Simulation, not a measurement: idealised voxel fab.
Herein follows the process module entitled voxel capacitor over wiring.
It is cross-section cut that appears here, measuring 255 nm in width, its square cells being 5 nm in size.
Square cells in a grid make up a cross-section in this document, and the grid is given as bands, listed from the top down, each one or more rows of cells. In this notation a band is specified by the heights of its top and bottom, in that order and in nm, after which its materials appear from left to right, each paired with its width in nm. The word "all across" attached to a single material means that material fills the band from edge to edge; the word "air" stands for empty space. Beneath 0, the wafer as received is one material, and that level is where height counting begins. The lowest band goes on downward without a bottom; it is written like "0 nm and below". The width entry "30..40" should be interpreted row by row: the top row of cells in the band takes the first number, the bottom row takes the second number, and the change between adjacent rows is uniform throughout. "everything unchanged" -> step changed no cross-section cell. Reported under the label "Completely sealed voids" are the empty spaces having no open way to the top and comprising 8 cells or more; the notation for each is width x height at distance, in which the distance is measured from the left edge and all three values are in nm. What comes after the settings on a step's line is commentary from the simulator itself on that step. The setting "overlay nm" may be written on the line of a step. When the step uses a mask, the value reports how far to the right of the planned place the mask lay, and a negative value reports that it lay to the left.
Process steps foreseen in the plan:
1,RECEIVE,material Si
2,CONFORMAL_DEP,material SiO2,thk nm 15
3,DIRECTIONAL_DEP,material TiN,thk nm 5
4,DIRECTIONAL_DEP,material W,thk nm 15
5,MASKED_ETCH,tone cover,mask id METAL_1,width nm 25,pitch nm 85,etch materials W,depth nm 15,overlay nm 0
6,MASKED_ETCH,tone cover,mask id METAL_1,width nm 25,pitch nm 85,etch materials TiN,depth nm 5,overlay nm 0
7,CONFORMAL_DEP,material SiCN,thk nm 5
8,FILL_DEP,material lowk,thk nm 10
9,CMP,height nm 35
10,CONFORMAL_DEP,material SiCN,thk nm 5
11,DIRECTIONAL_DEP,material lowk,thk nm 10
12,DIRECTIONAL_DEP,material aC,thk nm 15
13,PATTERN,tone open,mask id PLUG_1,material resist,width nm 15,thk nm 30,overlay nm 0
14,DIRECTIONAL_ETCH,etch materials aC,depth nm 15
15,STRIP,etch materials resist
16,DIRECTIONAL_ETCH,etch materials lowk,depth nm 10
17,DIRECTIONAL_ETCH,etch materials SiCN,depth nm 5
18,STRIP,etch materials aC
19,CONFORMAL_DEP,material TiN,thk nm 5
20,FILL_DEP,material Cu,thk nm 5
21,CMP,height nm 50
22,DIRECTIONAL_DEP,material TiN,thk nm 5
23,DIRECTIONAL_DEP,material HfO2,thk nm 5
24,DIRECTIONAL_DEP,material TiN,thk nm 10
25,DIRECTIONAL_DEP,material aC,thk nm 15
26,PATTERN,tone cover,mask id UPPER_PLATE,material resist,width nm 65,thk nm 35,overlay nm 0
27,DIRECTIONAL_ETCH,etch materials aC,depth nm 15
28,STRIP,etch materials resist
29,DIRECTIONAL_ETCH,etch materials TiN,depth nm 10
30,DIRECTIONAL_ETCH,etch materials HfO2,depth nm 5
31,STRIP,etch materials aC
32,DIRECTIONAL_DEP,material aC,thk nm 15
33,PATTERN,tone cover,mask id LOWER_PLATE,material resist,width nm 75,thk nm 30,overlay nm 0
34,DIRECTIONAL_ETCH,etch materials aC,depth nm 15
35,STRIP,etch materials resist
36,DIRECTIONAL_ETCH,etch materials TiN,depth nm 5
37,STRIP,etch materials aC
38,FILL_DEP,material SiO2,thk nm 20
39,CMP,height nm 85
40,PATTERN,tone open,mask id PLUG_2,material resist,width nm 15,thk nm 15,overlay nm 0
41,DIRECTIONAL_ETCH,etch materials SiO2,depth nm 15
42,STRIP,etch materials resist
43,CONFORMAL_DEP,material TiN,thk nm 5
44,FILL_DEP,material Cu,thk nm 5
45,CMP,height nm 85
46,CONFORMAL_DEP,material SiCN,thk nm 5
Wafer at receipt (post step 1), cross-section:
* 0 nm and below | Si all across
* Completely sealed voids: none
Cross-section, first of two wafers, end of module, run as planned:
* 90 nm to 85 nm | SiCN all across
* 85 nm to 75 nm | SiO2=90 / TiN=5 / Cu=5 / TiN=5 / SiO2=150
* 75 nm to 70 nm | SiO2=90 / TiN=15 / SiO2=150
* 70 nm to 60 nm | SiO2=80 / TiN=65 / SiO2=110
* 60 nm to 55 nm | SiO2=80 / HfO2=65 / SiO2=110
* 55 nm to 50 nm | SiO2=75 / TiN=75 / SiO2=105
* 50 nm to 40 nm | lowk=80 / TiN=5 / Cu=5 / TiN=5 / lowk=160
* 40 nm to 35 nm | SiCN=80 / TiN=15 / SiCN=160
* 35 nm to 20 nm | lowk=65 / SiCN=5 / W=25 / SiCN=5 / lowk=50 / SiCN=5 / W=25 / SiCN=5 / lowk=70
* 20 nm to 15 nm | SiCN=70 / TiN=25 / SiCN=60 / TiN=25 / SiCN=75
* 15 nm to 0 nm | SiO2 all across
* 0 nm and below | Si all across
* Completely sealed voids: none
Second wafer cross-section at end of module - shared start and plan with the first, one mistake in the run:
* 90 nm to 85 nm | SiCN all across
* 85 nm to 75 nm | SiO2=90 / TiN=5 / Cu=5 / TiN=5 / SiO2=150
* 75 nm to 70 nm | SiO2=90 / TiN=15 / SiO2=150
* 70 nm to 60 nm | SiO2=80 / TiN=65 / SiO2=110
* 60 nm to 55 nm | SiO2=80 / HfO2=65 / SiO2=110
* 55 nm to 50 nm | SiO2=75 / TiN=75 / SiO2=105
* 50 nm to 40 nm | lowk=80 / TiN=5 / Cu=5 / TiN=5 / lowk=160
* 40 nm to 35 nm | SiCN=80 / TiN=15 / SiCN=160
* 35 nm to 25 nm | lowk all across
* 25 nm to 20 nm | lowk=65 / SiCN=35 / lowk=50 / SiCN=35 / lowk=70
* 20 nm to 15 nm | SiCN=70 / TiN=25 / SiCN=60 / TiN=25 / SiCN=75
* 15 nm to 0 nm | SiO2 all across
* 0 nm and below | Si all across
* Completely sealed voids: none
Which mistake was made when the wafer was run? plan step 4 never ran because it was skipped
The closing comparison, in cells, has the second wafer with more or fewer of some materials than the first: 2 more of SiCN; 30 fewer of W; 28 more of lowk
